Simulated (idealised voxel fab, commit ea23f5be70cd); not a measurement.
process module | voxel capacitor over wiring
cross-section cut | 275 nm wide | cells 5 nm
A cross-section is a grid of square cells, given in bands from the top down. A band is one or more rows of cells.
Each band's line starts with the height of the band's top and of its bottom, in nm. Then come its materials from left to right, each with its width in nm. One material with "throughout" fills the band from edge to edge. "air" is empty space.
Height 0 is the level under which the wafer as received is all one material. The lowest band goes on downwards, as in "0 down".
A width such as "30 to 40" changes by the same amount from each row of cells to the next, from the band's top row to its bottom row.
"no change" after a step means that no cell of the cross-section changed.
closed voids: empty space of 8 cells or more with no open way to the top, each as width x height at its distance from the left edge, in nm
after a step's settings: what the simulator itself notes on the step
overlay nm, on a step with a mask: how far to the right of its planned place the mask lay; to the left if negative
plan
1 op RECEIVE | material Si
2 op CONFORMAL_DEP | material SiO2 | thk nm 10
3 op DIRECTIONAL_DEP | material TiN | thk nm 5
4 op DIRECTIONAL_DEP | material W | thk nm 20
5 op PATTERN | tone cover | mask id METAL_1 | material resist | width nm 30 | pitch nm 95 | thk nm 15 | overlay nm 0
6 op DIRECTIONAL_ETCH | etch materials W | depth nm 20
7 op DIRECTIONAL_ETCH | etch materials TiN | depth nm 5
8 op STRIP | etch materials resist
9 op FILL_DEP | material lowk | thk nm 10
10 op CMP | height nm 35
11 op CONFORMAL_DEP | material SiCN | thk nm 5
12 op DIRECTIONAL_DEP | material lowk | thk nm 10
13 op DIRECTIONAL_DEP | material aC | thk nm 15
14 op PATTERN | tone open | mask id PLUG_1 | material resist | width nm 15 | thk nm 35 | overlay nm 0
15 op DIRECTIONAL_ETCH | etch materials aC | depth nm 15
16 op STRIP | etch materials resist
17 op DIRECTIONAL_ETCH | etch materials lowk | depth nm 10
18 op DIRECTIONAL_ETCH | etch materials SiCN | depth nm 5
19 op STRIP | etch materials aC
20 op EPI | material Ru | thk nm 10
21 op EPI | material Ru | thk nm 5
22 op DIRECTIONAL_DEP | material TiN | thk nm 10
23 op DIRECTIONAL_DEP | material SiN | thk nm 5
24 op DIRECTIONAL_DEP | material TiN | thk nm 5
25 op MASKED_ETCH | tone cover | mask id UPPER_PLATE | width nm 70 | etch materials TiN | depth nm 5 | overlay nm 0
26 op MASKED_ETCH | tone cover | mask id UPPER_PLATE | width nm 70 | etch materials SiN | depth nm 5 | overlay nm 0
27 op MASKED_ETCH | tone cover | mask id LOWER_PLATE | width nm 80 | etch materials TiN | depth nm 10 | overlay nm 0
28 op FILL_DEP | material SiO2 | thk nm 15
29 op CMP | height nm 80
30 op DIRECTIONAL_DEP | material aC | thk nm 10
31 op PATTERN | tone open | mask id PLUG_2 | material resist | width nm 15 | thk nm 25 | overlay nm 0
32 op DIRECTIONAL_ETCH | etch materials aC | depth nm 10
33 op STRIP | etch materials resist
34 op DIRECTIONAL_ETCH | etch materials SiO2 | depth nm 10
35 op STRIP | etch materials aC
36 op CONFORMAL_DEP | material TiN | thk nm 5
37 op FILL_DEP | material Cu | thk nm 10
38 op CMP | height nm 80
39 op CONFORMAL_DEP | material SiCN | thk nm 5
as received, after step 1
  0 down: Si throughout
  closed voids: none
first wafer at the end, as planned
  85 to 80: SiCN throughout
  80 to 75: SiO2 100 | TiN 5 | Cu 5 | TiN 5 | SiO2 160
  75 to 65: SiO2 100 to 90 | TiN 15 to 70 | SiO2 160 to 115
  65 to 60: SiO2 90 | SiN 70 | SiO2 115
  60 to 50: SiO2 85 | TiN 80 | SiO2 110
  50 to 40: lowk 90 | Ru 15 | lowk 170
  40 to 35: SiCN 90 | Ru 15 | SiCN 170
  35 to 15: lowk 75 | W 30 | lowk 65 | W 30 | lowk 75
  15 to 10: lowk 75 | TiN 30 | lowk 65 | TiN 30 | lowk 75
  10 to 0: SiO2 throughout
  0 down: Si throughout
  closed voids: none
second wafer at the end: like start, like plan, one mistake
  85 to 80: SiCN throughout
  80 to 75: SiO2 100 | TiN 5 | Cu 5 | TiN 5 | SiO2 160
  75 to 65: SiO2 100 to 90 | TiN 15 to 70 | SiO2 160 to 115
  65 to 60: SiO2 90 | SiN 70 | SiO2 115
  60 to 50: SiO2 85 | TiN 80 | SiO2 110
  50 to 40: lowk 90 | Ru 15 | lowk 170
  40 to 35: SiCN 90 | Ru 15 | SiCN 170
  35 to 30: lowk 75 | TiN 30 | lowk 65 | TiN 30 | lowk 75
  30 to 10: W throughout
  10 to 0: SiO2 throughout
  0 down: Si throughout
  closed voids: none
what went wrong: steps 3 and 4 were swapped
at the end the second wafer has, in cells: 172 more of W | 172 fewer of lowk
